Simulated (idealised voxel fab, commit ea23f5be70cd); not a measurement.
Process module name: voxel released beams
The cross-section shown here is cut; it is 295 nm wide and divided into square cells measuring 5 nm on a side.
In this document a cross-section is written as a grid of square cells. It is given as a series of bands, listed from the top down, and a band is one or more rows of cells. Heads up on the band format: heights come first, top then bottom, in nm. After that it's the materials left to right, each with its width in nm. A single material flagged "full width" fills the whole band edge to edge, and "blank" means there's empty space there. Ref level 0: as-received wafer is one material below here. Bottom band extends down with no lower bound ("0 down"). The two numbers in a width such as "30..40" mark its ends across the band: the first belongs to the top row of cells, the second to the bottom row, and from each row to the next the width moves by the same amount. "nothing changed" -> step changed no cross-section cell. "Sealed-off cavities" means: voids of 8 cells or more that are shut off from the top with no open way through. Written width x height at distance, distance from the left edge, in nm. What comes after the settings on a step's line is commentary from the simulator itself on that step. You can add "overlay nm" to a step's line. For a step with a mask, it describes how far the mask lay to the right of its planned position, and a negative number describes a lay to the left.
Planned process steps:
| 1 | RECEIVE, material Si |
| 2 | CONFORMAL_DEP, material Al2O3, thk nm 10 |
| 3 | DIRECTIONAL_DEP, material SiO2, thk nm 20 |
| 4 | MASKED_ETCH, tone open, mask id ANCHOR, width nm 35, etch materials SiO2, depth nm 20, overlay nm 0 |
| 5 | CONFORMAL_DEP, material W, thk nm 10 |
| 6 | DIRECTIONAL_DEP, material aC, thk nm 15 |
| 7 | PATTERN, tone cover, mask id BEAM, material resist, width nm 115, thk nm 35, overlay nm 0 |
| 8 | DIRECTIONAL_ETCH, etch materials aC, depth nm 15 |
| 9 | STRIP, etch materials resist |
| 10 | DIRECTIONAL_ETCH, etch materials W, depth nm 10 |
| 11 | STRIP, etch materials aC |
| 12 | STRIP, etch materials SiO2 |
Step 1 complete: cross-section of the wafer as received:
> 0 down  Si full width
> Sealed-off cavities: none
End-of-module XS, first of two wafers, run as planned:
> 40 to 30  blank 85 nm, then W 15 nm, then blank 15 nm, then W 85 nm, then blank 95 nm
> 30 to 20  blank 90 nm, then W 10 nm, then blank 15 nm, then W 10 nm, then blank 170 nm
> 20 to 10  blank 90 nm, then W 35 nm, then blank 170 nm
> 10 to 0  Al2O3 full width
> 0 down  Si full width
> Sealed-off cavities: none
Wafer two cross-section, module end. Start and plan unchanged from wafer one; one mistake made during the run:
> 40 to 30  blank 85 nm, then W 20 nm, then blank 15 nm, then W 80 nm, then blank 95 nm
> 30 to 20  blank 95 nm, then W 10 nm, then blank 15 nm, then W 10 nm, then blank 165 nm
> 20 to 10  blank 95 nm, then W 35 nm, then blank 165 nm
> 10 to 0  Al2O3 full width
> 0 down  Si full width
> Sealed-off cavities: none
The plan and the run diverged here: it should be noted that step 4 was executed with settings other than those planned, the operation and settings actually applied being MASKED_ETCH, tone open, mask id ANCHOR, width nm 35, etch materials SiO2, depth nm 20, overlay nm 5
In the final comparison it is observed that the number of cells assigned to each material is identical for the two wafers, whereas their placement is not.
